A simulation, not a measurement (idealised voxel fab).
A process module follows: voxel gate over fins.
It is cross-section cut that appears here, measuring 260 nm in width, its square cells being 5 nm in size.
Cross-section layout: square cells on a grid; listed as bands, top to bottom; a band spans one or more cell rows. Heights first: top, then bottom, in nm. Then materials, left to right, each with a width in nm. "edge to edge" on a single material: fills the band edge to edge. "blank": empty space. The reference from which all heights are counted is 0, the level beneath which the as-received wafer is entirely one material; the lowest band, having no lower bound, proceeds downward and is written after the example "0 down". The notation "30..40" denotes a width that varies across the rows of cells in the band, beginning at the first number in the top row, finishing at the second number in the bottom row, and changing by an identical amount from each row to the next. What does "stayed the same" mean for a step? It means no cell of the cross-section changed in that step. Under "Enclosed internal voids" you'll find the enclosed gaps, the ones with no way out to the top, that are 8 cells or bigger; each reads width x height at distance, with distance counted from the left edge, everything in nm. What comes after the settings on a step's line is commentary from the simulator itself on that step. "overlay nm", when on a step's line for a step with a mask, measures how far to the right of its planned place the mask lay; a negative measure means to the left.

Here's what the planned process steps look like:
step 1: RECEIVE,material Si
step 2: CONFORMAL_DEP,material SiN,thk nm 10
step 3: MASKED_ETCH,tone cover,mask id FINS,width nm 15,pitch nm 45,etch materials SiN,depth nm 10,overlay nm 0
step 4: MASKED_ETCH,tone cover,mask id FINS,width nm 15,pitch nm 45,etch materials Si,depth nm 35,overlay nm 0
step 5: OXIDIZE,depth nm 5
step 6: FILL_DEP,material SiO2,thk nm 15
step 7: CMP,height nm 10
step 8: SELECTIVE_ETCH,etch materials SiO2,depth nm 20
step 9: STRIP,etch materials SiN
step 10: CONFORMAL_DEP,material HfO2,thk nm 5
step 11: CONFORMAL_DEP,material TiN,thk nm 5
step 12: CONFORMAL_DEP,material TiAl,thk nm 5
step 13: CONFORMAL_DEP,material TiN,thk nm 5
step 14: FILL_DEP,material W,thk nm 15
step 15: CMP,height nm 30
step 16: CONFORMAL_DEP,material SiN,thk nm 10

Here's what the wafer looked like in cross-section when it arrived - that's after step 1:
0 down  Si edge to edge
Enclosed internal voids: none

Cross-section, first of two wafers, end of module, run as planned:
40 to 30  SiN edge to edge
30 to 20  W edge to edge
20 to 15  W (60) / TiN (135) / W (65)
15 to 10  W (60) / TiN (5) / TiAl (35) / TiN (10) / TiAl (35) / TiN (10) / TiAl (35) / TiN (5) / W (65)
10 to 5  TiN (65) / TiAl (5) / TiN (25) / TiAl (5) / TiN (10) / TiAl (5) / TiN (25) / TiAl (5) / TiN (10) / TiAl (5) / TiN (25) / TiAl (5) / TiN (70)
5 to 0  TiAl (70) / TiN (5) / HfO2 (15) / TiN (5) / TiAl (20) / TiN (5) / HfO2 (15) / TiN (5) / TiAl (20) / TiN (5) / HfO2 (15) / TiN (5) / TiAl (75)
0 to -5  TiN (75) / HfO2 (5) / Si (5) / HfO2 (5) / TiN (30) / HfO2 (5) / Si (5) / HfO2 (5) / TiN (30) / HfO2 (5) / Si (5) / HfO2 (5) / TiN (80)
-5 to -10  HfO2 (80) / Si (5) / HfO2 (40) / Si (5) / HfO2 (40) / Si (5) / HfO2 (85)
-10 to -40  SiO2 (80) / Si (5) / SiO2 (40) / Si (5) / SiO2 (40) / Si (5) / SiO2 (85)
-40 down  Si edge to edge
Enclosed internal voids: none

Cross-sectional image of the second wafer of the two following completion of the module. Starting state and process plan were the same as for the first wafer; one execution error occurred:
40 to 30  SiN edge to edge
30 to 20  W edge to edge
20 to 15  TiN edge to edge
15 to 10  TiAl edge to edge
10 to 5  TiN (80) / TiAl (5) / TiN (40) / TiAl (5) / TiN (40) / TiAl (5) / TiN (85)
5 to 0  HfO2 (75) / TiN (15) / HfO2 (30) / TiN (15) / HfO2 (30) / TiN (15) / HfO2 (80)
0 to -5  Si (70) / HfO2 (25) / Si (20) / HfO2 (25) / Si (20) / HfO2 (25) / Si (75)
-5 down  Si edge to edge
Enclosed internal voids: none
The plan and the run diverged here: step 3 ran differently from the plan; actual operation with settings: MASKED_ETCH,tone open,mask id FINS,width nm 15,pitch nm 45,etch materials SiN,depth nm 10,overlay nm 0
Bottom line after processing is that, in cells, the second wafer is up or down on some materials versus the first: 6 fewer of HfO2, 377 more of Si, 294 fewer of SiO2, 9 fewer of TiAl, 18 fewer of TiN, 50 fewer of W
